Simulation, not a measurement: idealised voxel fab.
voxel wiring stack: a process module
This is section cut - it's 300 nm across, gridded in 5 nm square cells.
A cross-section is a grid of square cells, given in bands from the top down. A band is one or more rows of cells. Top height, bottom height, nm. Materials left to right, width each, nm. Single material + "full width" = fills band edge to edge. "blank" = empty. Height datum 0, below which the as-received substrate wafer is one material. Lowest band open at the bottom, running downward: "0 -> down". Quick explanation for "30->40": the width changes in equal steps down the rows of cells, from the first number in the band's top row to the second number in its bottom row. "no change" for a step: no cell of the cross-section changed in that step. "closed voids" specifies each empty space that is not open to the top and that occupies no fewer than 8 cells, using the form width x height at distance, the distance measured from the left edge and all three quantities in nm. Past the settings on a step's line: simulator remark, on that step. overlay nm: on a step with a mask, how far right of its planned place the mask lay; negative means left.

The planned process steps are enumerated hereunder:
1,RECEIVE [material Si]
2,CONFORMAL_DEP [material SiO2] [thk nm 10]
3,DIRECTIONAL_DEP [material TiN] [thk nm 5]
4,DIRECTIONAL_DEP [material Ru] [thk nm 15]
5,PATTERN [tone cover] [mask id METAL_1] [material resist] [width nm 20] [pitch nm 40] [thk nm 15] [overlay nm -15]
6,DIRECTIONAL_ETCH [etch materials Ru] [depth nm 15]
7,DIRECTIONAL_ETCH [etch materials TiN] [depth nm 5]
8,STRIP [etch materials resist]
9,CONFORMAL_DEP [material SiCN] [thk nm 5]
10,FILL_DEP [material SiO2] [thk nm 5]
11,CMP [height nm 30]
12,CONFORMAL_DEP [material SiCN] [thk nm 5]
13,DIRECTIONAL_DEP [material SiO2] [thk nm 15]
14,DIRECTIONAL_DEP [material aC] [thk nm 15]
15,PATTERN [tone open] [mask id PLUG_1] [material resist] [width nm 15] [pitch nm 40] [thk nm 30] [overlay nm 0]
16,DIRECTIONAL_ETCH [etch materials aC] [depth nm 15]
17,STRIP [etch materials resist]
18,DIRECTIONAL_ETCH [etch materials SiO2] [depth nm 15]
19,DIRECTIONAL_ETCH [etch materials SiCN] [depth nm 5]
20,STRIP [etch materials aC]
21,CONFORMAL_DEP [material TiN] [thk nm 5]
22,FILL_DEP [material Cu] [thk nm 5]
23,CMP [height nm 50]
24,CONFORMAL_DEP [material SiN] [thk nm 5]
25,DIRECTIONAL_DEP [material lowk] [thk nm 20]
26,DIRECTIONAL_DEP [material aC] [thk nm 15]
27,PATTERN [tone open] [mask id METAL_2] [material resist] [width nm 20] [pitch nm 40] [thk nm 30] [overlay nm 0]
28,DIRECTIONAL_ETCH [etch materials aC] [depth nm 15]
29,STRIP [etch materials resist]
30,DIRECTIONAL_ETCH [etch materials lowk] [depth nm 20]
31,DIRECTIONAL_ETCH [etch materials SiN] [depth nm 5]
32,STRIP [etch materials aC]
33,CONFORMAL_DEP [material TiN] [thk nm 5]
34,FILL_DEP [material Cu] [thk nm 5]
35,CMP [height nm 75]
36,CONFORMAL_DEP [material SiCN] [thk nm 5]
37,DIRECTIONAL_DEP [material lowk] [thk nm 30]
38,PATTERN [tone open] [mask id METAL_3_HOLES] [material resist] [width nm 15] [thk nm 20] [overlay nm 0]
39,DIRECTIONAL_ETCH [etch materials lowk] [depth nm 30]
40,STRIP [etch materials resist]
41,MASKED_ETCH [tone open] [mask id METAL_3] [width nm 20] [pitch nm 40] [etch materials lowk] [depth nm 15] [overlay nm 0]
42,MASKED_ETCH [tone open] [mask id METAL_3] [width nm 20] [pitch nm 40] [etch materials SiCN] [depth nm 5] [overlay nm 0]
43,CONFORMAL_DEP [material TiN] [thk nm 5]
44,FILL_DEP [material Ru] [thk nm 5]
45,CMP [height nm 110]
46,CONFORMAL_DEP [material SiN] [thk nm 5]
Quick note for whoever runs this: the wafers start identical, but the overlay nm at step 5 isn't the same across them. The plan just shows what the first wafer had.

Received wafers, first of several: cross-section after step 1:
> 0 -> down  Si full width
> closed voids: none

The rows of the table below are wafers. Looking at the end of the module, a row counts, for every material, the cells the wafer has gained, shown as (+), or lost, shown as (-), since it was received; its closed voids come next:
overlay nm -15, +22 Cu, +36 Ru, +175 SiCN, +112 SiN, +426 SiO2, +74 TiN, +535 lowk, closed voids: none
overlay nm -10, +22 Cu, +36 Ru, +175 SiCN, +112 SiN, +426 SiO2, +74 TiN, +535 lowk, closed voids: none
overlay nm -5, +22 Cu, +36 Ru, +175 SiCN, +112 SiN, +426 SiO2, +74 TiN, +535 lowk, closed voids: none
overlay nm 0, +22 Cu, +36 Ru, +175 SiCN, +112 SiN, +426 SiO2, +74 TiN, +535 lowk, closed voids: none
overlay nm 5, +22 Cu, +36 Ru, +175 SiCN, +112 SiN, +426 SiO2, +74 TiN, +535 lowk, closed voids: none
overlay nm 10, +22 Cu, +36 Ru, +175 SiCN, +112 SiN, +426 SiO2, +74 TiN, +535 lowk, closed voids: none
overlay nm 15, +22 Cu, +36 Ru, +175 SiCN, +112 SiN, +426 SiO2, +74 TiN, +535 lowk, closed voids: none
